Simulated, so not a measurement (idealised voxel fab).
The process module presented herein is designated voxel gate over fins.
The width of the displayed cross-section, cut, is 180 nm; its cells are square, with a size of 5 nm.
For the purposes of this document, a cross-section shall be understood as a grid of square cells, specified as bands listed in top-to-bottom order, each band consisting of one or more rows of cells.
Top, bottom (nm), then materials left to right with widths (nm); lone material tagged "full width" fills the whole band edge to edge; "air" = empty space.
Heads up on the height convention: 0 is the point under which the incoming wafer is all one material, and the lowest band has no bottom, it just keeps going down, like "0 -> down".
When a width is written as two numbers, as in "30->40", the first number is the width in the top row of cells of the band and the second is the width in its bottom row, and the width changes by the same amount from each row to the next.
Where a step carries "no change occurred", the cross-section came out of it unchanged, cell for cell.
Heads up: "Tabulated closed voids" only lists the empty pockets with no open path to the top that are 8 cells or more, and it writes them as width x height at distance, distance from the left edge, in nm.
If you see something after the settings on a step's line, that's the simulator's own remark about that step.
overlay nm, on a step with a mask: how far to the right of its planned place the mask lay; to the left if negative
If you're wondering how to read the rest of this, here's the deal. It's pairs of cross-sections: one from before a process step, one from after it. The after one is only drawn as far down as the lowest band that changed. Right under each pair you'll see which step sits between them and what its settings were. Don't read the pairs as one continuous story, though. They can come from different runs of this module on the same starting wafer, and a pair only carries on from the one above it where its entry headed "Incoming profile" says so.

## Incoming profile
* 10 -> 5: 40 of air; 105 of TiN; 35 of air
* 5 -> 0: 40 of air; 5 of TiN; 25 of HfO2; 10 of TiN; 25 of HfO2; 10 of TiN; 25 of HfO2; 5 of TiN; 35 of air
* 0 -> -5: 45 of TiN; 5 of HfO2; 15 of Si; 5 of HfO2; 10 of TiN; 5 of HfO2; 15 of Si; 5 of HfO2; 10 of TiN; 5 of HfO2; 15 of Si; 5 of HfO2; 40 of TiN
* -5 -> -10: 50 of HfO2; 15 of Si; 20 of HfO2; 15 of Si; 20 of HfO2; 15 of Si; 45 of HfO2
* -10 -> -35: 50 of SiO2; 15 of Si; 20 of SiO2; 15 of Si; 20 of SiO2; 15 of Si; 45 of SiO2
* -35 -> down: Si full width
* Tabulated closed voids: none

## Cross-Section After Step
* 20 -> 10: W full width
* 10 -> 5: 40 of W; 105 of TiN; 35 of W
* 5 -> 0: 40 of W; 5 of TiN; 25 of HfO2; 10 of TiN; 25 of HfO2; 10 of TiN; 25 of HfO2; 5 of TiN; 35 of W
* Note: structure below 0 unchanged.
* Tabulated closed voids: none
Between before and after as drawn above: FILL_DEP,material W,thk nm 10

Incoming profile: unchanged from the after cross-section in the pair immediately above; refer to that figure.

## Cross-Section After Step
* 15 -> 10: W full width
* Note: structure below 10 unchanged.
* Tabulated closed voids: none
Between before and after as drawn above: CMP,height nm 15

Incoming profile: unchanged from the after cross-section in the pair immediately above; refer to that figure.

## Cross-Section After Step
* 20 -> 15: SiN full width
* Note: structure below 15 unchanged.
* Tabulated closed voids: none
Between before and after as drawn above: CONFORMAL_DEP,material SiN,thk nm 5

## Incoming profile
* 0 -> -10: 45 of air; 15 of Si; 20 of air; 15 of Si; 20 of air; 15 of Si; 50 of air
* -10 -> -35: 45 of SiO2; 15 of Si; 20 of SiO2; 15 of Si; 20 of SiO2; 15 of Si; 50 of SiO2
* -35 -> down: Si full width
* Tabulated closed voids: none

## Cross-Section After Step
* 5 -> 0: 40 of air; 25 of W; 10 of air; 25 of W; 10 of air; 25 of W; 45 of air
* 0 -> -5: 40 of air; 5 of W; 15 of Si; 5 of W; 10 of air; 5 of W; 15 of Si; 5 of W; 10 of air; 5 of W; 15 of Si; 5 of W; 45 of air
* -5 -> -10: 45 of W; 15 of Si; 20 of W; 15 of Si; 20 of W; 15 of Si; 50 of W
* Note: structure below -10 unchanged.
* Tabulated closed voids: none
Between before and after as drawn above: CONFORMAL_DEP,material W,thk nm 5

Incoming profile: unchanged from the after cross-section in the pair immediately above; refer to that figure.

## Cross-Section After Step
* 10 -> 5: 35 of air; 105 of TiN; 40 of air
* 5 -> 0: 35 of air; 5 of TiN; 25 of W; 10 of TiN; 25 of W; 10 of TiN; 25 of W; 5 of TiN; 40 of air
* 0 -> -5: 40 of TiN; 5 of W; 15 of Si; 5 of W; 10 of TiN; 5 of W; 15 of Si; 5 of W; 10 of TiN; 5 of W; 15 of Si; 5 of W; 45 of TiN
* Note: structure below -5 unchanged.
* Tabulated closed voids: none
Between before and after as drawn above: CONFORMAL_DEP,material TiN,thk nm 5

Incoming profile: unchanged from the after cross-section in the pair immediately above; refer to that figure.

## Cross-Section After Step
* 20 -> 10: W full width
* 10 -> 5: 35 of W; 105 of TiN; 40 of W
* 5 -> 0: 35 of W; 5 of TiN; 25 of W; 10 of TiN; 25 of W; 10 of TiN; 25 of W; 5 of TiN; 40 of W
* Note: structure below 0 unchanged.
* Tabulated closed voids: none
Between before and after as drawn above: FILL_DEP,material W,thk nm 10

Incoming profile: unchanged from the after cross-section in the pair immediately above; refer to that figure.

## Cross-Section After Step
* 15 -> 10: W full width
* Note: structure below 10 unchanged.
* Tabulated closed voids: none
Between before and after as drawn above: CMP,height nm 15

Incoming profile: unchanged from the after cross-section in the pair immediately above; refer to that figure.

## Cross-Section After Step
* 20 -> 15: SiN full width
* Note: structure below 15 unchanged.
* Tabulated closed voids: none
Between before and after as drawn above: CONFORMAL_DEP,material SiN,thk nm 5

## Incoming profile
* 5 -> 0: SiN full width
* 0 -> down: Si full width
* Tabulated closed voids: none

## Cross-Section After Step
* 20 -> 5: 45 of resist; 15 of air; 20 of resist; 15 of air; 20 of resist; 15 of air; 50 of resist
* Note: structure below 5 unchanged.
* Tabulated closed voids: none
Between before and after as drawn above: PATTERN,tone open,mask id FINS,material resist,width nm 15,pitch nm 35,thk nm 15,overlay nm 0

Incoming profile: unchanged from the after cross-section in the pair immediately above; refer to that figure.

## Cross-Section After Step
* 20 -> 5: 45 of resist; 15 of air; 20 of resist; 15 of air; 20 of resist; 15 of air; 50 of resist
* 5 -> 0: 45 of SiN; 15 of air; 20 of SiN; 15 of air; 20 of SiN; 15 of air; 50 of SiN
* Note: structure below 0 unchanged.
* Tabulated closed voids: none
Between before and after as drawn above: DIRECTIONAL_ETCH,etch materials SiN,depth nm 5

Incoming profile: unchanged from the after cross-section in the pair immediately above; refer to that figure.

## Cross-Section After Step
* 20 -> 5: 45 of resist; 15 of air; 20 of resist; 15 of air; 20 of resist; 15 of air; 50 of resist
* 5 -> 0: 45 of SiN; 15 of air; 20 of SiN; 15 of air; 20 of SiN; 15 of air; 50 of SiN
* 0 -> -35: 45 of Si; 15 of air; 20 of Si; 15 of air; 20 of Si; 15 of air; 50 of Si
* Note: structure below -35 unchanged.
* Tabulated closed voids: none
Between before and after as drawn above: DIRECTIONAL_ETCH,etch materials Si,depth nm 35

Incoming profile: unchanged from the after cross-section in the pair immediately above; refer to that figure.

## Cross-Section After Step
* 5 -> 0: 45 of SiN; 15 of air; 20 of SiN; 15 of air; 20 of SiN; 15 of air; 50 of SiN
* Note: structure below 0 unchanged.
* Tabulated closed voids: none
Between before and after as drawn above: STRIP,etch materials resist

Incoming profile: unchanged from the after cross-section in the pair immediately above; refer to that figure.

## Cross-Section After Step
* 10 -> 5: SiO2 full width
* 5 -> 0: 45 of SiN; 15 of SiO2; 20 of SiN; 15 of SiO2; 20 of SiN; 15 of SiO2; 50 of SiN
* 0 -> -35: 45 of Si; 15 of SiO2; 20 of Si; 15 of SiO2; 20 of Si; 15 of SiO2; 50 of Si
* Note: structure below -35 unchanged.
* Tabulated closed voids: none
Between before and after as drawn above: FILL_DEP,material SiO2,thk nm 5

Incoming profile: unchanged from the after cross-section in the pair immediately above; refer to that figure.

## Cross-Section After Step
* 5 -> 0: 45 of SiN; 15 of SiO2; 20 of SiN; 15 of SiO2; 20 of SiN; 15 of SiO2; 50 of SiN
* Note: structure below 0 unchanged.
* Tabulated closed voids: none
Between before and after as drawn above: CMP,height nm 5

Incoming profile: unchanged from the after cross-section in the pair immediately above; refer to that figure.

## Cross-Section After Step
* 5 -> 0: 45 of SiN; 15 of air; 20 of SiN; 15 of air; 20 of SiN; 15 of air; 50 of SiN
* 0 -> -10: 45 of Si; 15 of air; 20 of Si; 15 of air; 20 of Si; 15 of air; 50 of Si
* Note: structure below -10 unchanged.
* Tabulated closed voids: none
Between before and after as drawn above: SELECTIVE_ETCH,etch materials SiO2,depth nm 15

Incoming profile: unchanged from the after cross-section in the pair immediately above; refer to that figure.

## Cross-Section After Step
* 0 -> -10: 45 of Si; 15 of air; 20 of Si; 15 of air; 20 of Si; 15 of air; 50 of Si
* Note: structure below -10 unchanged.
* Tabulated closed voids: none
Between before and after as drawn above: STRIP,etch materials SiN

Incoming profile: unchanged from the after cross-section in the pair immediately above; refer to that figure.

## Cross-Section After Step
* 5 -> 0: 50 of HfO2; 5 of air; 30 of HfO2; 5 of air; 30 of HfO2; 5 of air; 55 of HfO2
* 0 -> -5: 45 of Si; 5 of HfO2; 5 of air; 5 of HfO2; 20 of Si; 5 of HfO2; 5 of air; 5 of HfO2; 20 of Si; 5 of HfO2; 5 of air; 5 of HfO2; 50 of Si
* -5 -> -10: 45 of Si; 15 of HfO2; 20 of Si; 15 of HfO2; 20 of Si; 15 of HfO2; 50 of Si
* Note: structure below -10 unchanged.
* Tabulated closed voids: none
Between before and after as drawn above: CONFORMAL_DEP,material HfO2,thk nm 5

Incoming profile: unchanged from the after cross-section in the pair immediately above; refer to that figure.

## Cross-Section After Step
* 10 -> 5: TiN full width
* 5 -> 0: 50 of HfO2; 5 of TiN; 30 of HfO2; 5 of TiN; 30 of HfO2; 5 of TiN; 55 of HfO2
* 0 -> -5: 45 of Si; 5 of HfO2; 5 of TiN; 5 of HfO2; 20 of Si; 5 of HfO2; 5 of TiN; 5 of HfO2; 20 of Si; 5 of HfO2; 5 of TiN; 5 of HfO2; 50 of Si
* Note: structure below -5 unchanged.
* Tabulated closed voids: none
Between before and after as drawn above: CONFORMAL_DEP,material TiN,thk nm 5

Incoming profile: unchanged from the after cross-section in the pair immediately above; refer to that figure.

## Cross-Section After Step
* 20 -> 10: W full width
* Note: structure below 10 unchanged.
* Tabulated closed voids: none
Between before and after as drawn above: FILL_DEP,material W,thk nm 10

Incoming profile: unchanged from the after cross-section in the pair immediately above; refer to that figure.

## Cross-Section After Step
* 15 -> 10: W full width
* Note: structure below 10 unchanged.
* Tabulated closed voids: none
Between before and after as drawn above: CMP,height nm 15

Incoming profile: unchanged from the after cross-section in the pair immediately above; refer to that figure.

## Cross-Section After Step
* 20 -> 15: SiN full width
* Note: structure below 15 unchanged.
* Tabulated closed voids: none
Between before and after as drawn above: CONFORMAL_DEP,material SiN,thk nm 5
